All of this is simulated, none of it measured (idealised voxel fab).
Documented hereafter: the process module known as voxel wiring stack.
In the cross-section labelled cut, the width is 200 nm and each square cell is 5 nm.
Each cross-section below is a grid of square cells, stated as bands in top-down order, with one or more rows of cells making up each band. Quick guide to a band line: top height, bottom height (nm) up front; then every material left to right with its width in nm. Only one material and it's marked "all across"? Then it fills the band edge to edge. And "blank" just means empty space. Height 0 is the level under which the wafer as received is all one material. The lowest band goes on downwards, as in "0..down". Think of "30->40" as a width that walks from the first number to the second as you go down the band, top row to bottom row, taking equal-sized steps from row to row. "remained the same" (step): cross-section cells unchanged, all of them. In "Enclosed void entries" the enclosed voids are listed, meaning empty spaces of 8 cells or larger without any opening to the top. The form is width x height at distance, distance from the left edge, units nm. What comes after the settings on a step's line is commentary from the simulator itself on that step. overlay nm: mask offset rightward from planned place, masked step; negative means leftward offset.

### Steps in the process plan
1) RECEIVE, material Si
2) CONFORMAL_DEP, material SiO2, thk nm 10
3) DIRECTIONAL_DEP, material TiN, thk nm 5
4) DIRECTIONAL_DEP, material Ru, thk nm 25
5) PATTERN, tone cover, mask id METAL_1, material resist, width nm 30, pitch nm 45, thk nm 20, overlay nm 0
6) DIRECTIONAL_ETCH, etch materials Ru, depth nm 25
7) DIRECTIONAL_ETCH, etch materials TiN, depth nm 5
8) STRIP, etch materials resist
9) FILL_DEP, material SiO2, thk nm 10
10) CMP, height nm 40
11) CONFORMAL_DEP, material SiCN, thk nm 5
12) DIRECTIONAL_DEP, material lowk, thk nm 5
13) PATTERN, tone open, mask id PLUG_1, material resist, width nm 15, pitch nm 45, thk nm 15, overlay nm 0
14) DIRECTIONAL_ETCH, etch materials lowk, depth nm 10
15) DIRECTIONAL_ETCH, etch materials SiCN, depth nm 5
16) STRIP, etch materials resist
17) CONFORMAL_DEP, material TiN, thk nm 5
18) FILL_DEP, material Cu, thk nm 5
19) CMP, height nm 55
20) CONFORMAL_DEP, material SiCN, thk nm 5
21) DIRECTIONAL_DEP, material lowk, thk nm 25
22) PATTERN, tone open, mask id METAL_2, material resist, width nm 30, pitch nm 45, thk nm 15, overlay nm 0
23) DIRECTIONAL_ETCH, etch materials lowk, depth nm 25
24) DIRECTIONAL_ETCH, etch materials SiCN, depth nm 5
25) STRIP, etch materials resist
26) CONFORMAL_DEP, material TiN, thk nm 5
27) FILL_DEP, material Ru, thk nm 10
28) CMP, height nm 85
29) EPI, material Ru, thk nm 5
30) FILL_DEP, material SiCN, thk nm 5
The thk nm used in step 12 is not the same on every wafer, whereas the starting condition is; the value printed in the plan is the first wafer's.

### Sectional view: first of several wafers, as received, after step 1
0..down: Si all across
Enclosed void entries: none

### Here is the cross-section of the first of several wafers at the end of the module, after its last step, step 30
95..90: SiCN all across
90..85: SiCN 35; Ru 40; SiCN 5; Ru 40; SiCN 5; Ru 40; SiCN 35
85..60: lowk 40; TiN 5; Ru 20; TiN 5; lowk 15; TiN 5; Ru 20; TiN 5; lowk 15; TiN 5; Ru 20; TiN 5; lowk 40
60..55: SiCN 40; TiN 30; SiCN 15; TiN 30; SiCN 15; TiN 30; SiCN 40
55..50: TiN 45; Cu 5; TiN 40; Cu 5; TiN 40; Cu 5; TiN 60
50..45: lowk 40; TiN 5; Cu 5; TiN 5; lowk 30; TiN 5; Cu 5; TiN 5; lowk 30; TiN 5; Cu 5; TiN 5; lowk 55
45..40: SiCN 40; TiN 15; SiCN 30; TiN 15; SiCN 30; TiN 15; SiCN 55
40..15: SiO2 40; Ru 30; SiO2 15; Ru 30; SiO2 15; Ru 30; SiO2 40
15..10: SiO2 40; TiN 30; SiO2 15; TiN 30; SiO2 15; TiN 30; SiO2 40
10..0: SiO2 all across
0..down: Si all across
Enclosed void entries: none

### Final wafer of several, shown in cross-section at the end of the module
95..90: SiCN all across
90..85: SiCN 35; Ru 40; SiCN 5; Ru 40; SiCN 5; Ru 40; SiCN 35
85..60: lowk 40; TiN 5; Ru 20; TiN 5; lowk 15; TiN 5; Ru 20; TiN 5; lowk 15; TiN 5; Ru 20; TiN 5; lowk 40
60..55: SiCN 40; TiN 30; SiCN 15; TiN 30; SiCN 15; TiN 30; SiCN 40
55..45: lowk all across
45..40: SiCN all across
40..15: SiO2 40; Ru 30; SiO2 15; Ru 30; SiO2 15; Ru 30; SiO2 40
15..10: SiO2 40; TiN 30; SiO2 15; TiN 30; SiO2 15; TiN 30; SiO2 40
10..0: SiO2 all across
0..down: Si all across
Enclosed void entries: none

### Below, a row for every wafer. Read it as the end-of-module picture: for each material the wafer shows its cells gained (+) or lost (-) since it was received, and then its closed voids
thk nm 5; +6 Cu; +174 Ru; +109 SiCN; +212 SiO2; +118 TiN; +141 lowk; Enclosed void entries: none
thk nm 10; +6 Cu; +174 Ru; +109 SiCN; +212 SiO2; +87 TiN; +172 lowk; Enclosed void entries: none
thk nm 15; +174 Ru; +118 SiCN; +212 SiO2; +75 TiN; +181 lowk; Enclosed void entries: none
thk nm 20; +174 Ru; +118 SiCN; +212 SiO2; +66 TiN; +190 lowk; Enclosed void entries: none
thk nm 25; +174 Ru; +118 SiCN; +212 SiO2; +66 TiN; +190 lowk; Enclosed void entries: none
